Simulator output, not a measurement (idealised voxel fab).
process module | voxel released beams
cross-section cut | 160 nm wide | cells 5 nm
A cross-section is a grid of square cells, given in bands from the top down. A band is one or more rows of cells.
Each band's line starts with the height of the band's top and of its bottom, in nm. Then come its materials from left to right, each with its width in nm. One material with "throughout" fills the band from edge to edge. "air" is empty space.
Height 0 is the level under which the wafer as received is all one material. The lowest band goes on downwards, as in "0 down".
A width such as "30 to 40" changes by the same amount from each row of cells to the next, from the band's top row to its bottom row.
"no change" after a step means that no cell of the cross-section changed.
closed voids: empty space of 8 cells or more with no open way to the top, each as width x height at its distance from the left edge, in nm
after a step's settings: what the simulator itself notes on the step
overlay nm, on a step with a mask: how far to the right of its planned place the mask lay; to the left if negative
plan
1 op RECEIVE | material Si
2 op CONFORMAL_DEP | material Al2O3 | thk nm 5
3 op DIRECTIONAL_DEP | material SiO2 | thk nm 20
4 op DIRECTIONAL_DEP | material aC | thk nm 15
5 op PATTERN | tone open | mask id ANCHOR | material resist | width nm 35 | thk nm 30 | overlay nm 0
6 op DIRECTIONAL_ETCH | etch materials aC | depth nm 15
7 op STRIP | etch materials resist
8 op DIRECTIONAL_ETCH | etch materials SiO2 | depth nm 20
9 op STRIP | etch materials aC
10 op CONFORMAL_DEP | material W | thk nm 10
11 op DIRECTIONAL_DEP | material aC | thk nm 10
12 op PATTERN | tone cover | mask id BEAM | material resist | width nm 110 | thk nm 30 | overlay nm -5
13 op DIRECTIONAL_ETCH | etch materials aC | depth nm 10
14 op STRIP | etch materials resist
15 op DIRECTIONAL_ETCH | etch materials W | depth nm 10
16 op STRIP | etch materials aC
17 op STRIP | etch materials SiO2
varied across the wafers: overlay nm of step 12. The plan shows the first wafer's value. All wafers start alike
first wafer as received, after step 1
  0 down: Si throughout
  closed voids: none
first wafer at the end, after step 17
  35 to 25: air 15 | W 20 | air 15 | W 75 | air 35
  25 to 15: air 25 | W 10 | air 15 | W 10 | air 100
  15 to 5: air 25 | W 35 | air 100
  5 to 0: Al2O3 throughout
  0 down: Si throughout
  closed voids: none
last wafer at the end
  35 to 25: air 50 | W 95 | air 15
  25 to 15: air 25 | W 10 | air 15 | W 10 | air 100
  15 to 5: air 25 | W 35 | air 100
  5 to 0: Al2O3 throughout
  0 down: Si throughout
  closed voids: none
each wafer at the end: cells of each material gained (+) or lost (-) since it was received, then its closed voids
overlay nm -5 | +32 Al2O3 | +60 W | closed voids: none
overlay nm 0 | +32 Al2O3 | +60 W | closed voids: none
overlay nm 5 | +32 Al2O3 | +60 W | closed voids: none
overlay nm 10 | +32 Al2O3 | +60 W | closed voids: none
overlay nm 15 | +32 Al2O3 | +60 W | closed voids: none
